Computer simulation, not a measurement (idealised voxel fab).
Name of the process module below: voxel self aligned vias
Cross-section cut spans 170 nm and uses square cells 5 nm in size.
Cross-section spec: square-cell grid; bands listed top down; each band is one or more rows.
This entry defines a band. It first specifies the height of the band's top and the height of its bottom in nm, and then specifies the band's materials from left to right, stating each material with its width in nm. The word "full width" identifies a single material that fills the band from edge to edge, while the word "empty" identifies empty space.
Heights from 0 (as-received wafer is one material below). Bottom band endless downward, as "0 and below".
Quick explanation for "30..40": the width changes in equal steps down the rows of cells, from the first number in the band's top row to the second number in its bottom row.
The designation "no alterations made", where it is given for a processing step, indicates that no cell of the cross-section was altered in the course of that step.
"Closed void register" enumerates empty spaces isolated from the top, with no open way to it, that contain at least 8 cells, giving each as width x height at distance from the left edge, all three in nm.
Anything after a step's settings on that line? It's the simulator's own note about the step.
Among the settings permitted on a step's line is "overlay nm"; applied to a step with a mask, it specifies the extent to which the mask lay to the right of its planned position, whereas a negative figure signifies a position to the left.
### The process steps that were planned are listed below
1) RECEIVE: material Si
2) CONFORMAL_DEP: material SiO2, thk nm 15
3) CONFORMAL_DEP: material SiCN, thk nm 5
4) DIRECTIONAL_DEP: material lowk, thk nm 20
5) PATTERN: tone open, mask id LINES, material resist, width nm 20, pitch nm 55, thk nm 20, overlay nm 0
6) DIRECTIONAL_ETCH: etch materials lowk, depth nm 20
7) STRIP: etch materials resist
8) CONFORMAL_DEP: material TiN, thk nm 5
9) FILL_DEP: material Ru, thk nm 5
10) CMP: height nm 40
11) SELECTIVE_ETCH: etch materials W Ru TiN, depth nm 10
12) FILL_DEP: material SiN, thk nm 10
13) CMP: height nm 40
14) DIRECTIONAL_DEP: material lowk, thk nm 20
15) MASKED_ETCH: tone open, mask id VIAS, width nm 30, pitch nm 110, etch materials lowk, depth nm 20, overlay nm 0
16) MASKED_ETCH: tone open, mask id VIAS, width nm 30, pitch nm 110, etch materials SiN, depth nm 10, overlay nm 0
17) CONFORMAL_DEP: material TiN, thk nm 5
18) FILL_DEP: material Ru, thk nm 10
19) CMP: height nm 60
20) CONFORMAL_DEP: material SiN, thk nm 5
### Cross-section of the wafer at receipt, which is the condition after step 1
- 0 and below | Si full width
- Closed void register: none
### Starting structure and process plan are as shown above, but one mistake was made in running the module; the wafer cross-section at the end of the module follows
- 65 down to 60 | SiN full width
- 60 down to 45 | lowk=15, TiN=5, Ru=20, TiN=5, lowk=80, TiN=5, Ru=20, TiN=5, lowk=15
- 45 down to 40 | lowk=15, TiN=30, lowk=80, TiN=30, lowk=15
- 40 down to 35 | SiCN full width
- 35 down to 15 | lowk full width
- 15 down to 0 | SiO2 full width
- 0 and below | Si full width
- Closed void register: none
Deviation noted in wafer processing: steps 3 and 4 swapped
